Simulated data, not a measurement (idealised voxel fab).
process module | voxel air gaps
cross-section cut | 295 nm wide | cells 5 nm
A cross-section is a grid of square cells, given in bands from the top down. A band is one or more rows of cells.
Each band's line starts with the height of the band's top and of its bottom, in nm. Then come its materials from left to right, each with its width in nm. One material with "throughout" fills the band from edge to edge. "air" is empty space.
Height 0 is the level under which the wafer as received is all one material. The lowest band goes on downwards, as in "0 down".
A width such as "30 to 40" changes by the same amount from each row of cells to the next, from the band's top row to its bottom row.
"no change" after a step means that no cell of the cross-section changed.
closed voids: empty space of 8 cells or more with no open way to the top, each as width x height at its distance from the left edge, in nm
after a step's settings: what the simulator itself notes on the step
overlay nm, on a step with a mask: how far to the right of its planned place the mask lay; to the left if negative
plan
1 op RECEIVE | material Si
2 op CONFORMAL_DEP | material SiO2 | thk nm 10
3 op CONFORMAL_DEP | material SiCN | thk nm 5
4 op DIRECTIONAL_DEP | material SiO2 | thk nm 40
5 op DIRECTIONAL_DEP | material aC | thk nm 15
6 op PATTERN | tone open | mask id LINES | material resist | width nm 25 | pitch nm 50 | thk nm 30 | overlay nm 0
7 op DIRECTIONAL_ETCH | etch materials aC | depth nm 15
8 op STRIP | etch materials resist
9 op DIRECTIONAL_ETCH | etch materials SiO2 | depth nm 40
10 op STRIP | etch materials aC
11 op CONFORMAL_DEP | material TiN | thk nm 5
12 op FILL_DEP | material Cu | thk nm 10
13 op CMP | height nm 55
14 op EPI | material Ru | thk nm 10
15 op SELECTIVE_ETCH | etch materials SiO2 | depth nm 50
16 op CONFORMAL_DEP | material SiCN | thk nm 5
first wafer, as planned
as received, after step 1
  0 down: Si throughout
  closed voids: none
after step 2
  10 to 0: SiO2 throughout
  below 0: unchanged
after step 3
  15 to 10: SiCN throughout
  below 10: unchanged
after step 4
  55 to 15: SiO2 throughout
  below 15: unchanged
after step 5
  70 to 55: aC throughout
  below 55: unchanged
after step 6
  100 to 70: resist 60 | air 25 | resist 25 | air 25 | resist 25 | air 25 | resist 25 | air 25 | resist 60
  below 70: unchanged
after step 7
  85 to 70: resist 60 | air 25 | resist 25 | air 25 | resist 25 | air 25 | resist 25 | air 25 | resist 60
  70 to 55: aC 60 | air 25 | aC 25 | air 25 | aC 25 | air 25 | aC 25 | air 25 | aC 60
  below 55: unchanged
after step 8
  70 to 55: aC 60 | air 25 | aC 25 | air 25 | aC 25 | air 25 | aC 25 | air 25 | aC 60
  below 55: unchanged
after step 9
  70 to 55: aC 60 | air 25 | aC 25 | air 25 | aC 25 | air 25 | aC 25 | air 25 | aC 60
  55 to 15: SiO2 60 | air 25 | SiO2 25 | air 25 | SiO2 25 | air 25 | SiO2 25 | air 25 | SiO2 60
  below 15: unchanged
after step 10
  55 to 15: SiO2 60 | air 25 | SiO2 25 | air 25 | SiO2 25 | air 25 | SiO2 25 | air 25 | SiO2 60
  below 15: unchanged
after step 11
  60 to 55: TiN 65 | air 15 | TiN 35 | air 15 | TiN 35 | air 15 | TiN 35 | air 15 | TiN 65
  55 to 20: SiO2 60 | TiN 5 | air 15 | TiN 5 | SiO2 25 | TiN 5 | air 15 | TiN 5 | SiO2 25 | TiN 5 | air 15 | TiN 5 | SiO2 25 | TiN 5 | air 15 | TiN 5 | SiO2 60
  20 to 15: SiO2 60 | TiN 25 | SiO2 25 | TiN 25 | SiO2 25 | TiN 25 | SiO2 25 | TiN 25 | SiO2 60
  below 15: unchanged
after step 12
  70 to 60: Cu throughout
  60 to 55: TiN 65 | Cu 15 | TiN 35 | Cu 15 | TiN 35 | Cu 15 | TiN 35 | Cu 15 | TiN 65
  55 to 20: SiO2 60 | TiN 5 | Cu 15 | TiN 5 | SiO2 25 | TiN 5 | Cu 15 | TiN 5 | SiO2 25 | TiN 5 | Cu 15 | TiN 5 | SiO2 25 | TiN 5 | Cu 15 | TiN 5 | SiO2 60
  below 20: unchanged
after step 13
  55 to 20: SiO2 60 | TiN 5 | Cu 15 | TiN 5 | SiO2 25 | TiN 5 | Cu 15 | TiN 5 | SiO2 25 | TiN 5 | Cu 15 | TiN 5 | SiO2 25 | TiN 5 | Cu 15 | TiN 5 | SiO2 60
  below 20: unchanged
after step 14
  65 to 55: air 50 | Ru 45 | air 5 | Ru 45 | air 5 | Ru 45 | air 5 | Ru 45 | air 50
  below 55: unchanged
after step 15
  65 to 55: air 50 | Ru 45 | air 5 | Ru 45 | air 5 | Ru 45 | air 5 | Ru 45 | air 50
  55 to 20: air 60 | TiN 5 | Cu 15 | TiN 5 | air 25 | TiN 5 | Cu 15 | TiN 5 | air 25 | TiN 5 | Cu 15 | TiN 5 | air 25 | TiN 5 | Cu 15 | TiN 5 | air 60
  20 to 15: air 60 | TiN 25 | air 25 | TiN 25 | air 25 | TiN 25 | air 25 | TiN 25 | air 60
  below 15: unchanged
after step 16
  70 to 65: air 45 | SiCN 205 | air 45
  65 to 55: air 45 | SiCN 5 | Ru 45 | SiCN 5 | Ru 45 | SiCN 5 | Ru 45 | SiCN 5 | Ru 45 | SiCN 5 | air 45
  55 to 50: air 45 | SiCN 15 | TiN 5 | Cu 15 | TiN 5 | SiCN 25 | TiN 5 | Cu 15 | TiN 5 | SiCN 25 | TiN 5 | Cu 15 | TiN 5 | SiCN 25 | TiN 5 | Cu 15 | TiN 5 | SiCN 15 | air 45
  50 to 20: air 55 | SiCN 5 | TiN 5 | Cu 15 | TiN 5 | SiCN 5 | air 15 | SiCN 5 | TiN 5 | Cu 15 | TiN 5 | SiCN 5 | air 15 | SiCN 5 | TiN 5 | Cu 15 | TiN 5 | SiCN 5 | air 15 | SiCN 5 | TiN 5 | Cu 15 | TiN 5 | SiCN 5 | air 55
  20 to 15: SiCN 60 | TiN 25 | SiCN 25 | TiN 25 | SiCN 25 | TiN 25 | SiCN 25 | TiN 25 | SiCN 60
  below 15: unchanged
  closed voids: 15 x 30 at 90; 15 x 30 at 140; 15 x 30 at 190
second wafer: like start, like plan, one mistake. Through step 5 it matches the first wafer
when step 6 should have ended
  100 to 70: air 60 | resist 25 | air 25 | resist 25 | air 25 | resist 25 | air 25 | resist 25 | air 60
  below 70: unchanged
when step 7 should have ended
  85 to 70: air 60 | resist 25 | air 25 | resist 25 | air 25 | resist 25 | air 25 | resist 25 | air 60
  70 to 55: air 60 | aC 25 | air 25 | aC 25 | air 25 | aC 25 | air 25 | aC 25 | air 60
  below 55: unchanged
when step 8 should have ended
  70 to 55: air 60 | aC 25 | air 25 | aC 25 | air 25 | aC 25 | air 25 | aC 25 | air 60
  below 55: unchanged
when step 9 should have ended
  70 to 55: air 60 | aC 25 | air 25 | aC 25 | air 25 | aC 25 | air 25 | aC 25 | air 60
  55 to 15: air 60 | SiO2 25 | air 25 | SiO2 25 | air 25 | SiO2 25 | air 25 | SiO2 25 | air 60
  below 15: unchanged
when step 10 should have ended
  55 to 15: air 60 | SiO2 25 | air 25 | SiO2 25 | air 25 | SiO2 25 | air 25 | SiO2 25 | air 60
  below 15: unchanged
when step 11 should have ended
  60 to 55: air 55 | TiN 35 | air 15 | TiN 35 | air 15 | TiN 35 | air 15 | TiN 35 | air 55
  55 to 20: air 55 | TiN 5 | SiO2 25 | TiN 5 | air 15 | TiN 5 | SiO2 25 | TiN 5 | air 15 | TiN 5 | SiO2 25 | TiN 5 | air 15 | TiN 5 | SiO2 25 | TiN 5 | air 55
  20 to 15: TiN 60 | SiO2 25 | TiN 25 | SiO2 25 | TiN 25 | SiO2 25 | TiN 25 | SiO2 25 | TiN 60
  below 15: unchanged
when step 12 should have ended
  70 to 60: Cu throughout
  60 to 55: Cu 55 | TiN 35 | Cu 15 | TiN 35 | Cu 15 | TiN 35 | Cu 15 | TiN 35 | Cu 55
  55 to 20: Cu 55 | TiN 5 | SiO2 25 | TiN 5 | Cu 15 | TiN 5 | SiO2 25 | TiN 5 | Cu 15 | TiN 5 | SiO2 25 | TiN 5 | Cu 15 | TiN 5 | SiO2 25 | TiN 5 | Cu 55
  below 20: unchanged
when step 13 should have ended
  55 to 20: Cu 55 | TiN 5 | SiO2 25 | TiN 5 | Cu 15 | TiN 5 | SiO2 25 | TiN 5 | Cu 15 | TiN 5 | SiO2 25 | TiN 5 | Cu 15 | TiN 5 | SiO2 25 | TiN 5 | Cu 55
  below 20: unchanged
when step 14 should have ended
  65 to 55: Ru 70 | air 5 | Ru 45 | air 5 | Ru 45 | air 5 | Ru 45 | air 5 | Ru 70
  below 55: unchanged
when step 15 should have ended
  65 to 55: Ru 70 | air 5 | Ru 45 | air 5 | Ru 45 | air 5 | Ru 45 | air 5 | Ru 70
  55 to 20: Cu 55 | TiN 5 | air 25 | TiN 5 | Cu 15 | TiN 5 | air 25 | TiN 5 | Cu 15 | TiN 5 | air 25 | TiN 5 | Cu 15 | TiN 5 | air 25 | TiN 5 | Cu 55
  20 to 15: TiN 60 | air 25 | TiN 25 | air 25 | TiN 25 | air 25 | TiN 25 | air 25 | TiN 60
  below 15: unchanged
when step 16 should have ended
  70 to 65: SiCN throughout
  65 to 55: Ru 70 | SiCN 5 | Ru 45 | SiCN 5 | Ru 45 | SiCN 5 | Ru 45 | SiCN 5 | Ru 70
  55 to 50: Cu 55 | TiN 5 | SiCN 25 | TiN 5 | Cu 15 | TiN 5 | SiCN 25 | TiN 5 | Cu 15 | TiN 5 | SiCN 25 | TiN 5 | Cu 15 | TiN 5 | SiCN 25 | TiN 5 | Cu 55
  50 to 20: Cu 55 | TiN 5 | SiCN 5 | air 15 | SiCN 5 | TiN 5 | Cu 15 | TiN 5 | SiCN 5 | air 15 | SiCN 5 | TiN 5 | Cu 15 | TiN 5 | SiCN 5 | air 15 | SiCN 5 | TiN 5 | Cu 15 | TiN 5 | SiCN 5 | air 15 | SiCN 5 | TiN 5 | Cu 55
  20 to 15: TiN 60 | SiCN 25 | TiN 25 | SiCN 25 | TiN 25 | SiCN 25 | TiN 25 | SiCN 25 | TiN 60
  below 15: unchanged
  closed voids: 15 x 30 at 65; 15 x 30 at 115; 15 x 30 at 165; 15 x 30 at 215
what went wrong: step 6 ran as: op PATTERN | tone cover | mask id LINES | material resist | width nm 25 | pitch nm 50 | thk nm 30 | overlay nm 0
at the end the second wafer has, in cells: 133 more of Cu | 38 more of Ru | 4 fewer of SiCN | 19 more of TiN
closed voids at the end (first wafer, second wafer): 3, 4
